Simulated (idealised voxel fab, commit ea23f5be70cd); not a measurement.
process module | voxel ribs on slabs
cross-section cut | 280 nm wide | cells 5 nm
A cross-section is a grid of square cells, given in bands from the top down. A band is one or more rows of cells.
Each band's line starts with the height of the band's top and of its bottom, in nm. Then come its materials from left to right, each with its width in nm. One material with "throughout" fills the band from edge to edge. "air" is empty space.
Height 0 is the level under which the wafer as received is all one material. The lowest band goes on downwards, as in "0 down".
A width such as "30 to 40" changes by the same amount from each row of cells to the next, from the band's top row to its bottom row.
"no change" after a step means that no cell of the cross-section changed.
closed voids: empty space of 8 cells or more with no open way to the top, each as width x height at its distance from the left edge, in nm
after a step's settings: what the simulator itself notes on the step
overlay nm, on a step with a mask: how far to the right of its planned place the mask lay; to the left if negative
plan
1 op RECEIVE | material Si
2 op DIRECTIONAL_DEP | material SiO2 | thk nm 25
3 op DIRECTIONAL_DEP | material SiN | thk nm 25
4 op DIRECTIONAL_DEP | material aC | thk nm 15
5 op PATTERN | tone cover | mask id RIB | material resist | width nm 30 | thk nm 35 | overlay nm 0
6 op DIRECTIONAL_ETCH | etch materials aC | depth nm 15
7 op STRIP | etch materials resist
8 op DIRECTIONAL_ETCH | etch materials SiN | depth nm 10
9 op STRIP | etch materials aC
10 op DIRECTIONAL_DEP | material aC | thk nm 10
11 op PATTERN | tone cover | mask id SLAB | material resist | width nm 90 | thk nm 25 | overlay nm 0
12 op DIRECTIONAL_ETCH | etch materials aC | depth nm 10
13 op STRIP | etch materials resist
14 op DIRECTIONAL_ETCH | etch materials SiN | depth nm 15
15 op STRIP | etch materials aC
16 op FILL_DEP | material SiO2 | thk nm 25
17 op CMP | height nm 65
18 op DIRECTIONAL_DEP | material TiN | thk nm 5
19 op DIRECTIONAL_DEP | material aC | thk nm 15
20 op PATTERN | tone cover | mask id HEATER | material resist | width nm 40 | thk nm 35 | overlay nm 0
21 op DIRECTIONAL_ETCH | etch materials aC | depth nm 15
22 op STRIP | etch materials resist
23 op DIRECTIONAL_ETCH | etch materials TiN | depth nm 5
24 op STRIP | etch materials aC
25 op CONFORMAL_DEP | material SiO2 | thk nm 10
as received, after step 1
  0 down: Si throughout
  closed voids: none
first wafer at the end, as planned
  80 to 75: air 110 | SiO2 60 | air 110
  75 to 70: SiO2 throughout
  70 to 65: SiO2 120 | TiN 40 | SiO2 120
  65 to 50: SiO2 throughout
  50 to 40: SiO2 125 | SiN 30 | SiO2 125
  40 to 25: SiO2 95 | SiN 90 | SiO2 95
  25 to 0: SiO2 throughout
  0 down: Si throughout
  closed voids: none
second wafer at the end: like start, like plan, one mistake
  75 to 70: air 115 | SiO2 50 | air 115
  70 to 65: SiO2 120 | TiN 40 | SiO2 120
  65 to 50: SiO2 throughout
  50 to 40: SiO2 125 | SiN 30 | SiO2 125
  40 to 25: SiO2 95 | SiN 90 | SiO2 95
  25 to 0: SiO2 throughout
  0 down: Si throughout
  closed voids: none
what went wrong: step 25 ran as: op CONFORMAL_DEP | material SiO2 | thk nm 5
at the end the second wafer has, in cells: 58 fewer of SiO2
